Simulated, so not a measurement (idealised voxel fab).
Herein follows the process module entitled voxel wiring stack.
Shown is cross-section cut, with a width of 210 nm and square cells of size 5 nm.
Cross-section, as written here: a square-cell grid given band by band from the top down, where a band holds one or more rows of cells.
Top, bottom (nm), then materials left to right with widths (nm); lone material tagged "everywhere" fills the whole band edge to edge; "blank" = empty space.
We count height from 0. Below that, the starting wafer is all one material. The lowest band never ends at the bottom but goes on down; see "0 -> down" for how that is written.
Graded width ("30 to 40"): value in top row of band = first number; value in bottom row = second number; row-to-row change constant.
Step marked "same as before"? Then no cell in the cross-section changed in it.
The list in "Closed void roster" covers empty spaces of 8 cells or more that cannot reach the top through any open way, and it gives each as width x height at distance; the distance is from the left edge, and width, height and distance are in nm.
That trailing text on a step's line, after the settings, is the simulator's own remark on the step.
Steps that use a mask can have "overlay nm" on their line. It says how far the mask sat to the right of where it was meant to be. Negative means to the left.

-- Steps in the process plan
| 1 | op RECEIVE | material Si |
| 2 | op CONFORMAL_DEP | material SiO2 | thk nm 15 |
| 3 | op DIRECTIONAL_DEP | material TiN | thk nm 5 |
| 4 | op DIRECTIONAL_DEP | material W | thk nm 25 |
| 5 | op DIRECTIONAL_DEP | material aC | thk nm 10 |
| 6 | op PATTERN | tone cover | mask id METAL_1 | material resist | width nm 30 | pitch nm 50 | thk nm 30 | overlay nm 0 |
| 7 | op DIRECTIONAL_ETCH | etch materials aC | depth nm 10 |
| 8 | op STRIP | etch materials resist |
| 9 | op DIRECTIONAL_ETCH | etch materials W | depth nm 25 |
| 10 | op DIRECTIONAL_ETCH | etch materials TiN | depth nm 5 |
| 11 | op STRIP | etch materials aC |
| 12 | op CONFORMAL_DEP | material SiCN | thk nm 5 |
| 13 | op FILL_DEP | material lowk | thk nm 10 |
| 14 | op CMP | height nm 45 |
| 15 | op CONFORMAL_DEP | material SiCN | thk nm 5 |
| 16 | op DIRECTIONAL_DEP | material lowk | thk nm 20 |
| 17 | op DIRECTIONAL_DEP | material aC | thk nm 10 |
| 18 | op PATTERN | tone open | mask id PLUG_1 | material resist | width nm 15 | pitch nm 100 | thk nm 25 | overlay nm 0 |
| 19 | op DIRECTIONAL_ETCH | etch materials aC | depth nm 10 |
| 20 | op STRIP | etch materials resist |
| 21 | op DIRECTIONAL_ETCH | etch materials lowk | depth nm 20 |
| 22 | op DIRECTIONAL_ETCH | etch materials SiCN | depth nm 5 |
| 23 | op STRIP | etch materials aC |
| 24 | op EPI | material Ru | thk nm 10 |
| 25 | op EPI | material Ru | thk nm 10 |
| 26 | op EPI | material Ru | thk nm 5 |
| 27 | op CONFORMAL_DEP | material SiCN | thk nm 5 |
| 28 | op DIRECTIONAL_DEP | material SiO2 | thk nm 25 |
| 29 | op PATTERN | tone open | mask id METAL_2 | material resist | width nm 30 | pitch nm 50 | thk nm 20 | overlay nm 0 |
| 30 | op DIRECTIONAL_ETCH | etch materials SiO2 | depth nm 25 |
| 31 | op DIRECTIONAL_ETCH | etch materials SiCN | depth nm 5 |
| 32 | op STRIP | etch materials resist |
| 33 | op CONFORMAL_DEP | material TiN | thk nm 5 |
| 34 | op FILL_DEP | material Ru | thk nm 10 |
| 35 | op CMP | height nm 100 |
| 36 | op CONFORMAL_DEP | material SiCN | thk nm 5 |
| 37 | op DIRECTIONAL_DEP | material SiO2 | thk nm 30 |
| 38 | op PATTERN | tone open | mask id METAL_3 | material resist | width nm 30 | pitch nm 50 | thk nm 20 | overlay nm 0 |
| 39 | op DIRECTIONAL_ETCH | etch materials SiO2 | depth nm 20 |
| 40 | op STRIP | etch materials resist |
| 41 | op MASKED_ETCH | tone open | mask id METAL_3_HOLES | width nm 15 | pitch nm 50 | etch materials SiO2 | depth nm 10 | overlay nm 0 |
| 42 | op MASKED_ETCH | tone open | mask id METAL_3_HOLES | width nm 15 | pitch nm 50 | etch materials SiCN | depth nm 5 | overlay nm 0 |
| 43 | op CONFORMAL_DEP | material TiN | thk nm 5 |
| 44 | op FILL_DEP | material Cu | thk nm 5 |
| 45 | op CMP | height nm 135 |
| 46 | op CONFORMAL_DEP | material SiCN | thk nm 5 |

-- Cross-section: wafer on arrival = after step 1
* 0 -> down | Si everywhere
* Closed void roster: none

-- Wafer cross-section at end of module: start and plan as shown above, one execution error
* 140 -> 135 | SiCN everywhere
* 135 -> 120 | SiO2: 40  TiN: 5  Cu: 20  TiN: 5  SiO2: 20  TiN: 5  Cu: 20  TiN: 5  SiO2: 20  TiN: 5  Cu: 20  TiN: 5  SiO2: 40
* 120 -> 115 | SiO2: 40  TiN: 5  Cu: 5  TiN: 20  SiO2: 20  TiN: 5  Cu: 5  TiN: 20  SiO2: 20  TiN: 5  Cu: 5  TiN: 20  SiO2: 40
* 115 -> 105 | SiO2: 40  TiN: 5  Cu: 5  TiN: 5  SiO2: 35  TiN: 5  Cu: 5  TiN: 5  SiO2: 35  TiN: 5  Cu: 5  TiN: 5  SiO2: 55
* 105 -> 100 | SiCN: 40  TiN: 15  SiCN: 35  TiN: 15  SiCN: 35  TiN: 15  SiCN: 55
* 100 -> 95 | TiN: 45  Ru: 20  TiN: 30  Ru: 20  TiN: 30  Ru: 20  TiN: 45
* 95 -> 75 | SiO2: 40  TiN: 5  Ru: 20  TiN: 5  SiO2: 20  TiN: 5  Ru: 20  TiN: 5  SiO2: 20  TiN: 5  Ru: 20  TiN: 5  SiO2: 40
* 75 -> 70 | SiO2: 40  TiN: 30  SiO2: 20  TiN: 30  SiO2: 20  TiN: 30  SiO2: 40
* 70 -> 50 | lowk: 40  Ru: 15  lowk: 85  Ru: 15  lowk: 55
* 50 -> 45 | SiCN: 40  Ru: 15  SiCN: 85  Ru: 15  SiCN: 55
* 45 -> 20 | lowk: 35  SiCN: 5  W: 30  SiCN: 5  lowk: 10  SiCN: 5  W: 30  SiCN: 5  lowk: 10  SiCN: 5  W: 30  SiCN: 5  lowk: 35
* 20 -> 15 | SiCN: 40  TiN: 30  SiCN: 20  TiN: 30  SiCN: 20  TiN: 30  SiCN: 40
* 15 -> 0 | SiO2 everywhere
* 0 -> down | Si everywhere
* Closed void roster: none
In executing the process, a mistake was made relative to the plan: plan step 27: skipped, not run
